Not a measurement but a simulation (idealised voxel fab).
process module | voxel tone inversion
cross-section cut | 225 nm wide | cells 5 nm
A cross-section is a grid of square cells, given in bands from the top down. A band is one or more rows of cells.
Each band's line starts with the height of the band's top and of its bottom, in nm. Then come its materials from left to right, each with its width in nm. One material with "throughout" fills the band from edge to edge. "air" is empty space.
Height 0 is the level under which the wafer as received is all one material. The lowest band goes on downwards, as in "0 down".
A width such as "30 to 40" changes by the same amount from each row of cells to the next, from the band's top row to its bottom row.
"no change" after a step means that no cell of the cross-section changed.
closed voids: empty space of 8 cells or more with no open way to the top, each as width x height at its distance from the left edge, in nm
after a step's settings: what the simulator itself notes on the step
overlay nm, on a step with a mask: how far to the right of its planned place the mask lay; to the left if negative
plan
1 op RECEIVE | material Si
2 op CONFORMAL_DEP | material SiCN | thk nm 5
3 op DIRECTIONAL_DEP | material polySi | thk nm 25
4 op PATTERN | tone cover | mask id POSTS | material resist | width nm 25 | pitch nm 50 | thk nm 35 | overlay nm -15
5 op DIRECTIONAL_ETCH | etch materials polySi | depth nm 25
6 op STRIP | etch materials resist
7 op FILL_DEP | material lowk | thk nm 5
8 op CMP | height nm 30
9 op STRIP | etch materials polySi
varied across the wafers: overlay nm of step 4. The plan shows the first wafer's value. All wafers start alike
first wafer as received, after step 1
  0 down: Si throughout
  closed voids: none
first wafer at the end, after step 9
  30 to 5: lowk 60 | air 25 | lowk 25 | air 25 | lowk 90
  5 to 0: SiCN throughout
  0 down: Si throughout
  closed voids: none
last wafer at the end
  30 to 5: lowk 90 | air 25 | lowk 25 | air 25 | lowk 60
  5 to 0: SiCN throughout
  0 down: Si throughout
  closed voids: none
each wafer at the end: cells of each material gained (+) or lost (-) since it was received, then its closed voids
overlay nm -15 | +45 SiCN | +175 lowk | closed voids: none
overlay nm -10 | +45 SiCN | +175 lowk | closed voids: none
overlay nm -5 | +45 SiCN | +175 lowk | closed voids: none
overlay nm 0 | +45 SiCN | +175 lowk | closed voids: none
overlay nm 5 | +45 SiCN | +175 lowk | closed voids: none
overlay nm 10 | +45 SiCN | +175 lowk | closed voids: none
overlay nm 15 | +45 SiCN | +175 lowk | closed voids: none
